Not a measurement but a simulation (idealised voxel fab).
process module | voxel transistor to metal
cross-section cut | 195 nm wide | cells 5 nm
Think of the cross-section as a grid of square cells. We describe it in bands, top to bottom, and each band covers one or more rows of those cells. It is stipulated that each band's entry specify, in nanometres, the height of the top of the band and then that of its bottom, followed by the materials of the band in left-to-right sequence, each together with its width in nanometres. A single material marked by the word "everywhere" is understood to fill the band from edge to edge; the word "blank" is understood to denote empty space. Heights are measured from 0, the level below which the as-received wafer is all one material; the lowest band has no bottom and continues downward, written as in "0 and below". The two numbers in a width such as "30 to 40" mark its ends across the band: the first belongs to the top row of cells, the second to the bottom row, and from each row to the next the width moves by the same amount. "nothing different" means the step left every cell of the cross-section as it was. In the "Completely sealed voids" entry, you get each enclosed empty space of 8 cells or more, one with no open way to the top, written width x height at distance, distance from the left edge, in nm. The remark found on a step's line after its settings is issued by the simulator itself and pertains to that step. "overlay nm" answers the question of how far to the right of plan the mask lay on a step that has a mask, and when it is negative the answer is to the left.
[The following list gives the planned process steps]
| 1 | RECEIVE, material Si |
| 2 | CONFORMAL_DEP, material SiO2, thk nm 5 |
| 3 | CONFORMAL_DEP, material SiN, thk nm 15 |
| 4 | PATTERN, tone cover, mask id ACTIVE, material resist, width nm 115, thk nm 15, overlay nm 0 |
| 5 | DIRECTIONAL_ETCH, etch materials SiN, depth nm 15 |
| 6 | DIRECTIONAL_ETCH, etch materials SiO2, depth nm 5 |
| 7 | DIRECTIONAL_ETCH, etch materials Si, depth nm 35 |
| 8 | STRIP, etch materials resist |
| 9 | OXIDIZE, depth nm 5 |
| 10 | FILL_DEP, material SiO2, thk nm 5 |
| 11 | CMP, height nm 20 |
| 12 | SELECTIVE_ETCH, etch materials SiO2, depth nm 10 |
| 13 | STRIP, etch materials SiN |
| 14 | SELECTIVE_ETCH, etch materials SiO2, depth nm 5 |
| 15 | OXIDIZE, depth nm 5 |
| 16 | DIRECTIONAL_DEP, material polySi, thk nm 30 |
| 17 | DIRECTIONAL_DEP, material SiCN, thk nm 15 |
| 18 | PATTERN, tone cover, mask id GATE, material resist, width nm 35, thk nm 15, overlay nm 0 |
| 19 | DIRECTIONAL_ETCH, etch materials SiCN, depth nm 25 |
| 20 | DIRECTIONAL_ETCH, etch materials polySi, depth nm 40 |
| 21 | STRIP, etch materials resist |
| 22 | CONFORMAL_DEP, material SiN, thk nm 5 |
| 23 | DIRECTIONAL_ETCH, etch materials SiN, depth nm 5 |
| 24 | DIRECTIONAL_ETCH, etch materials SiO2, depth nm 5 |
| 25 | DIRECTIONAL_ETCH, etch materials Si, depth nm 15 |
| 26 | EPI, material nSi, thk nm 20 |
| 27 | FILL_DEP, material SiO2, thk nm 5 |
| 28 | CMP, height nm 30 |
| 29 | STRIP, etch materials polySi |
| 30 | SELECTIVE_ETCH, etch materials SiO2, depth nm 5 |
| 31 | CONFORMAL_DEP, material HfO2, thk nm 5 |
| 32 | CONFORMAL_DEP, material TiN, thk nm 5 |
| 33 | FILL_DEP, material W, thk nm 10 |
| 34 | CMP, height nm 25 |
| 35 | DIRECTIONAL_DEP, material SiO2, thk nm 15 |
| 36 | DIRECTIONAL_DEP, material aC, thk nm 15 |
| 37 | PATTERN, tone open, mask id CONTACT, material resist, width nm 15, pitch nm 90, thk nm 35, overlay nm 0 |
| 38 | DIRECTIONAL_ETCH, etch materials aC, depth nm 5 |
| 39 | STRIP, etch materials resist |
| 40 | DIRECTIONAL_ETCH, etch materials SiO2, depth nm 40 |
| 41 | STRIP, etch materials aC |
| 42 | CONFORMAL_DEP, material TiN, thk nm 5 |
| 43 | FILL_DEP, material W, thk nm 5 |
| 44 | CMP, height nm 40 |
| 45 | CONFORMAL_DEP, material SiCN, thk nm 5 |
| 46 | DIRECTIONAL_DEP, material SiO2, thk nm 20 |
| 47 | PATTERN, tone open, mask id METAL_1, material resist, width nm 15, pitch nm 90, thk nm 20, overlay nm 0 |
| 48 | DIRECTIONAL_ETCH, etch materials SiO2, depth nm 20 |
| 49 | DIRECTIONAL_ETCH, etch materials SiCN, depth nm 5 |
| 50 | STRIP, etch materials resist |
| 51 | CONFORMAL_DEP, material TiN, thk nm 5 |
| 52 | FILL_DEP, material Cu, thk nm 10 |
| 53 | CMP, height nm 65 |
| 54 | EPI, material Ru, thk nm 5 |
| 55 | FILL_DEP, material SiCN, thk nm 5 |
| 56 | DIRECTIONAL_DEP, material SiO2, thk nm 25 |
| 57 | PATTERN, tone open, mask id METAL_2, material resist, width nm 15, pitch nm 90, thk nm 20, overlay nm 0 |
| 58 | DIRECTIONAL_ETCH, etch materials SiO2, depth nm 15 |
| 59 | STRIP, etch materials resist |
| 60 | MASKED_ETCH, tone open, mask id METAL_2_HOLES, width nm 15, pitch nm 90, etch materials SiO2, depth nm 10, overlay nm 0 |
| 61 | MASKED_ETCH, tone open, mask id METAL_2_HOLES, width nm 15, pitch nm 90, etch materials SiCN, depth nm 5, overlay nm 0 |
| 62 | CONFORMAL_DEP, material TiN, thk nm 5 |
| 63 | FILL_DEP, material Cu, thk nm 10 |
| 64 | CMP, height nm 100 |
| 65 | CONFORMAL_DEP, material SiN, thk nm 5 |
Variable across wafers: step 38 depth nm (plan value is that of the first wafer; starting state common to all).
[First wafer of several, as received: cross-section after step 1]
    0 and below  Si everywhere
    Completely sealed voids: none
[Where each wafer stands at the end of the module, a row apiece: cells of each material gained (+) or lost (-) since it was received, then closed voids]
depth nm 5; +18 Cu; +19 HfO2; +10 Ru; -201 Si; +95 SiCN; +51 SiN; +680 SiO2; +61 TiN; +12 W; +74 nSi; Completely sealed voids: none
depth nm 10; +18 Cu; +19 HfO2; +10 Ru; -201 Si; +95 SiCN; +51 SiN; +680 SiO2; +61 TiN; +12 W; +74 nSi; Completely sealed voids: none
depth nm 15; +18 Cu; +19 HfO2; +10 Ru; -201 Si; +95 SiCN; +51 SiN; +638 SiO2; +95 TiN; +20 W; +74 nSi; Completely sealed voids: none
depth nm 20; +18 Cu; +19 HfO2; +10 Ru; -201 Si; +95 SiCN; +51 SiN; +638 SiO2; +95 TiN; +20 W; +74 nSi; Completely sealed voids: none
depth nm 25; +18 Cu; +19 HfO2; +10 Ru; -201 Si; +95 SiCN; +51 SiN; +638 SiO2; +95 TiN; +20 W; +74 nSi; Completely sealed voids: none
depth nm 30; +18 Cu; +19 HfO2; +10 Ru; -201 Si; +95 SiCN; +51 SiN; +638 SiO2; +95 TiN; +20 W; +74 nSi; Completely sealed voids: none
